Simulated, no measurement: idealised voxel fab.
process module | voxel gate over fins
cross-section cut | 195 nm wide | cells 5 nm
A cross-section is a grid of square cells, given in bands from the top down. A band is one or more rows of cells.
Each band's line starts with the height of the band's top and of its bottom, in nm. Then come its materials from left to right, each with its width in nm. One material with "throughout" fills the band from edge to edge. "air" is empty space.
Height 0 is the level under which the wafer as received is all one material. The lowest band goes on downwards, as in "0 down".
A width such as "30 to 40" changes by the same amount from each row of cells to the next, from the band's top row to its bottom row.
"no change" after a step means that no cell of the cross-section changed.
closed voids: empty space of 8 cells or more with no open way to the top, each as width x height at its distance from the left edge, in nm
after a step's settings: what the simulator itself notes on the step
overlay nm, on a step with a mask: how far to the right of its planned place the mask lay; to the left if negative
plan
1 op RECEIVE | material Si
2 op CONFORMAL_DEP | material SiN | thk nm 10
3 op PATTERN | tone cover | mask id FINS | material resist | width nm 15 | pitch nm 40 | thk nm 15 | overlay nm 0
4 op DIRECTIONAL_ETCH | etch materials SiN | depth nm 10
5 op DIRECTIONAL_ETCH | etch materials Si | depth nm 30
6 op STRIP | etch materials resist
7 op OXIDIZE | depth nm 5
8 op FILL_DEP | material SiO2 | thk nm 5
9 op CMP | height nm 10
10 op SELECTIVE_ETCH | etch materials SiO2 | depth nm 25
11 op STRIP | etch materials SiN
12 op CONFORMAL_DEP | material HfO2 | thk nm 5
13 op CONFORMAL_DEP | material TiN | thk nm 5
14 op CONFORMAL_DEP | material TiAl | thk nm 5
15 op CONFORMAL_DEP | material TiN | thk nm 5
16 op FILL_DEP | material W | thk nm 15
17 op CMP | height nm 30
18 op CONFORMAL_DEP | material SiCN | thk nm 5
first wafer, as planned
as received, after step 1
  0 down: Si throughout
  closed voids: none
after step 2
  10 to 0: SiN throughout
  below 0: unchanged
after step 3
  25 to 10: air 70 | resist 15 | air 25 | resist 15 | air 70
  below 10: unchanged
after step 4
  25 to 10: air 70 | resist 15 | air 25 | resist 15 | air 70
  10 to 0: air 70 | SiN 15 | air 25 | SiN 15 | air 70
  below 0: unchanged
after step 5
  25 to 10: air 70 | resist 15 | air 25 | resist 15 | air 70
  10 to 0: air 70 | SiN 15 | air 25 | SiN 15 | air 70
  0 to -30: air 70 | Si 15 | air 25 | Si 15 | air 70
  below -30: unchanged
after step 6
  10 to 0: air 70 | SiN 15 | air 25 | SiN 15 | air 70
  below 0: unchanged
after step 7
  10 to 0: air 70 | SiN 15 | air 25 | SiN 15 | air 70
  0 to -30: air 70 | SiO2 5 | Si 5 | SiO2 5 | air 25 | SiO2 5 | Si 5 | SiO2 5 | air 70
  -30 to -35: SiO2 75 | Si 5 | SiO2 35 | Si 5 | SiO2 75
  below -35: unchanged
after step 8
  15 to 10: SiO2 throughout
  10 to 0: SiO2 70 | SiN 15 | SiO2 25 | SiN 15 | SiO2 70
  0 to -35: SiO2 75 | Si 5 | SiO2 35 | Si 5 | SiO2 75
  below -35: unchanged
after step 9
  10 to 0: SiO2 70 | SiN 15 | SiO2 25 | SiN 15 | SiO2 70
  below 0: unchanged
after step 10
  10 to 0: air 70 | SiN 15 | air 25 | SiN 15 | air 70
  0 to -15: air 75 | Si 5 | air 35 | Si 5 | air 75
  below -15: unchanged
after step 11
  0 to -15: air 75 | Si 5 | air 35 | Si 5 | air 75
  below -15: unchanged
after step 12
  5 to 0: air 70 | HfO2 15 | air 25 | HfO2 15 | air 70
  0 to -10: air 70 | HfO2 5 | Si 5 | HfO2 5 | air 25 | HfO2 5 | Si 5 | HfO2 5 | air 70
  -10 to -15: HfO2 75 | Si 5 | HfO2 35 | Si 5 | HfO2 75
  below -15: unchanged
after step 13
  10 to 5: air 65 | TiN 25 | air 15 | TiN 25 | air 65
  5 to 0: air 65 | TiN 5 | HfO2 15 | TiN 5 | air 15 | TiN 5 | HfO2 15 | TiN 5 | air 65
  0 to -5: air 65 | TiN 5 | HfO2 5 | Si 5 | HfO2 5 | TiN 5 | air 15 | TiN 5 | HfO2 5 | Si 5 | HfO2 5 | TiN 5 | air 65
  -5 to -10: TiN 70 | HfO2 5 | Si 5 | HfO2 5 | TiN 25 | HfO2 5 | Si 5 | HfO2 5 | TiN 70
  below -10: unchanged
after step 14
  15 to 10: air 60 | TiAl 35 | air 5 | TiAl 35 | air 60
  10 to 5: air 60 | TiAl 5 | TiN 25 | TiAl 5 | air 5 | TiAl 5 | TiN 25 | TiAl 5 | air 60
  5 to 0: air 60 | TiAl 5 | TiN 5 | HfO2 15 | TiN 5 | TiAl 5 | air 5 | TiAl 5 | TiN 5 | HfO2 15 | TiN 5 | TiAl 5 | air 60
  0 to -5: TiAl 65 | TiN 5 | HfO2 5 | Si 5 | HfO2 5 | TiN 5 | TiAl 15 | TiN 5 | HfO2 5 | Si 5 | HfO2 5 | TiN 5 | TiAl 65
  below -5: unchanged
after step 15
  20 to 15: air 55 | TiN 85 | air 55
  15 to 10: air 55 | TiN 5 | TiAl 35 | TiN 5 | TiAl 35 | TiN 5 | air 55
  10 to 5: air 55 | TiN 5 | TiAl 5 | TiN 25 | TiAl 5 | TiN 5 | TiAl 5 | TiN 25 | TiAl 5 | TiN 5 | air 55
  5 to 0: TiN 60 | TiAl 5 | TiN 5 | HfO2 15 | TiN 5 | TiAl 5 | TiN 5 | TiAl 5 | TiN 5 | HfO2 15 | TiN 5 | TiAl 5 | TiN 60
  below 0: unchanged
after step 16
  35 to 20: W throughout
  20 to 15: W 55 | TiN 85 | W 55
  15 to 10: W 55 | TiN 5 | TiAl 35 | TiN 5 | TiAl 35 | TiN 5 | W 55
  10 to 5: W 55 | TiN 5 | TiAl 5 | TiN 25 | TiAl 5 | TiN 5 | TiAl 5 | TiN 25 | TiAl 5 | TiN 5 | W 55
  below 5: unchanged
after step 17
  30 to 20: W throughout
  below 20: unchanged
after step 18
  35 to 30: SiCN throughout
  below 30: unchanged
second wafer: like start, like plan, one mistake. Through step 2 it matches the first wafer
when step 3 should have ended
  25 to 10: air 70 | resist 20 | air 20 | resist 20 | air 65
  below 10: unchanged
when step 4 should have ended
  25 to 10: air 70 | resist 20 | air 20 | resist 20 | air 65
  10 to 0: air 70 | SiN 20 | air 20 | SiN 20 | air 65
  below 0: unchanged
when step 5 should have ended
  25 to 10: air 70 | resist 20 | air 20 | resist 20 | air 65
  10 to 0: air 70 | SiN 20 | air 20 | SiN 20 | air 65
  0 to -30: air 70 | Si 20 | air 20 | Si 20 | air 65
  below -30: unchanged
when step 6 should have ended
  10 to 0: air 70 | SiN 20 | air 20 | SiN 20 | air 65
  below 0: unchanged
when step 7 should have ended
  10 to 0: air 70 | SiN 20 | air 20 | SiN 20 | air 65
  0 to -30: air 70 | SiO2 5 | Si 10 | SiO2 5 | air 20 | SiO2 5 | Si 10 | SiO2 5 | air 65
  -30 to -35: SiO2 75 | Si 10 | SiO2 30 | Si 10 | SiO2 70
  below -35: unchanged
when step 8 should have ended
  15 to 10: SiO2 throughout
  10 to 0: SiO2 70 | SiN 20 | SiO2 20 | SiN 20 | SiO2 65
  0 to -35: SiO2 75 | Si 10 | SiO2 30 | Si 10 | SiO2 70
  below -35: unchanged
when step 9 should have ended
  10 to 0: SiO2 70 | SiN 20 | SiO2 20 | SiN 20 | SiO2 65
  below 0: unchanged
when step 10 should have ended
  10 to 0: air 70 | SiN 20 | air 20 | SiN 20 | air 65
  0 to -15: air 75 | Si 10 | air 30 | Si 10 | air 70
  below -15: unchanged
when step 11 should have ended
  0 to -15: air 75 | Si 10 | air 30 | Si 10 | air 70
  below -15: unchanged
when step 12 should have ended
  5 to 0: air 70 | HfO2 20 | air 20 | HfO2 20 | air 65
  0 to -10: air 70 | HfO2 5 | Si 10 | HfO2 5 | air 20 | HfO2 5 | Si 10 | HfO2 5 | air 65
  -10 to -15: HfO2 75 | Si 10 | HfO2 30 | Si 10 | HfO2 70
  below -15: unchanged
when step 13 should have ended
  10 to 5: air 65 | TiN 30 | air 10 | TiN 30 | air 60
  5 to 0: air 65 | TiN 5 | HfO2 20 | TiN 5 | air 10 | TiN 5 | HfO2 20 | TiN 5 | air 60
  0 to -5: air 65 | TiN 5 | HfO2 5 | Si 10 | HfO2 5 | TiN 5 | air 10 | TiN 5 | HfO2 5 | Si 10 | HfO2 5 | TiN 5 | air 60
  -5 to -10: TiN 70 | HfO2 5 | Si 10 | HfO2 5 | TiN 20 | HfO2 5 | Si 10 | HfO2 5 | TiN 65
  below -10: unchanged
when step 14 should have ended
  15 to 10: air 60 | TiAl 80 | air 55
  10 to 5: air 60 | TiAl 5 | TiN 30 | TiAl 10 | TiN 30 | TiAl 5 | air 55
  5 to 0: air 60 | TiAl 5 | TiN 5 | HfO2 20 | TiN 5 | TiAl 10 | TiN 5 | HfO2 20 | TiN 5 | TiAl 5 | air 55
  0 to -5: TiAl 65 | TiN 5 | HfO2 5 | Si 10 | HfO2 5 | TiN 5 | TiAl 10 | TiN 5 | HfO2 5 | Si 10 | HfO2 5 | TiN 5 | TiAl 60
  below -5: unchanged
when step 15 should have ended
  20 to 15: air 55 | TiN 90 | air 50
  15 to 10: air 55 | TiN 5 | TiAl 80 | TiN 5 | air 50
  10 to 5: air 55 | TiN 5 | TiAl 5 | TiN 30 | TiAl 10 | TiN 30 | TiAl 5 | TiN 5 | air 50
  5 to 0: TiN 60 | TiAl 5 | TiN 5 | HfO2 20 | TiN 5 | TiAl 10 | TiN 5 | HfO2 20 | TiN 5 | TiAl 5 | TiN 55
  below 0: unchanged
when step 16 should have ended
  35 to 20: W throughout
  20 to 15: W 55 | TiN 90 | W 50
  15 to 10: W 55 | TiN 5 | TiAl 80 | TiN 5 | W 50
  10 to 5: W 55 | TiN 5 | TiAl 5 | TiN 30 | TiAl 10 | TiN 30 | TiAl 5 | TiN 5 | W 50
  below 5: unchanged
when step 17 should have ended
  30 to 20: W throughout
  below 20: unchanged
when step 18 should have ended
  35 to 30: SiCN throughout
  below 30: unchanged
what went wrong: step 3 ran as: op PATTERN | tone cover | mask id FINS | material resist | width nm 20 | pitch nm 40 | thk nm 15 | overlay nm 0
at the end the second wafer has, in cells: 14 more of Si | 8 fewer of SiO2 | 3 fewer of TiN | 3 fewer of W
